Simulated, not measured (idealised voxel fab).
Title: Process Module voxel local oxidation
Pictured: cross-section cut, 160 nm wide, on a grid of 5 nm square cells.
Cross-sections here: square-cell grids, written as top-down lists of bands, a band being one or more rows of cells.
Band: top and bottom heights (nm) first, top before bottom; then materials from left to right, widths in nm. "throughout" marks a sole material filling the band edge to edge. "empty" denotes empty space.
Height is counted from the level 0, under which the received wafer is composed throughout of one material. The lowest of the bands is not closed at the bottom but continues downward, in the notation "z 0 and below".
With a width like "30->40", each row of cells in the band differs from the next by the same amount, the top row carrying the first number and the bottom row the second.
No cell of the cross-section changed in a step that is given as "stayed the same".
"Non-vented voids" specifies each empty space that is not open to the top and that occupies no fewer than 8 cells, using the form width x height at distance, the distance measured from the left edge and all three quantities in nm.
Anything after a step's settings on that line? It's the simulator's own note about the step.
A step line may carry the setting "overlay nm", which, for steps involving a mask, states the distance by which the mask lay to the right of its intended position; negative values denote displacement to the left.

PLAN
| 1 | RECEIVE [material Si] |
| 2 | OXIDIZE [depth nm 5] |
| 3 | CONFORMAL_DEP [material SiN] [thk nm 10] |
| 4 | DIRECTIONAL_DEP [material aC] [thk nm 10] |
| 5 | PATTERN [tone cover] [mask id ACTIVE] [material resist] [width nm 85] [thk nm 30] [overlay nm 0] |
| 6 | DIRECTIONAL_ETCH [etch materials aC] [depth nm 10] |
| 7 | STRIP [etch materials resist] |
| 8 | DIRECTIONAL_ETCH [etch materials SiN] [depth nm 10] |
| 9 | STRIP [etch materials aC] |
| 10 | SELECTIVE_ETCH [etch materials SiO2] [depth nm 5] |
| 11 | OXIDIZE [depth nm 15] |
| 12 | STRIP [etch materials SiN] |
Same starting wafers, different width nm at step 5. Plan value belongs to the first wafer.

CROSS-SECTION, FIRST OF SEVERAL WAFERS, AS DELIVERED AFTER STEP 1
* z 0 and below  Si throughout
* Non-vented voids: none

BELOW: A ROW PER WAFER. CONTENTS AT END OF MODULE: FOR EVERY MATERIAL, CELLS GAINED SINCE RECEIPT (+) OR LOST SINCE RECEIPT (-); THEN CLOSED VOIDS
width nm 85, -101 Si, +84 SiO2, Non-vented voids: none
width nm 90, -98 Si, +82 SiO2, Non-vented voids: none
width nm 95, -95 Si, +80 SiO2, Non-vented voids: none
width nm 100, -92 Si, +78 SiO2, Non-vented voids: none
width nm 105, -89 Si, +76 SiO2, Non-vented voids: none
width nm 110, -86 Si, +74 SiO2, Non-vented voids: none
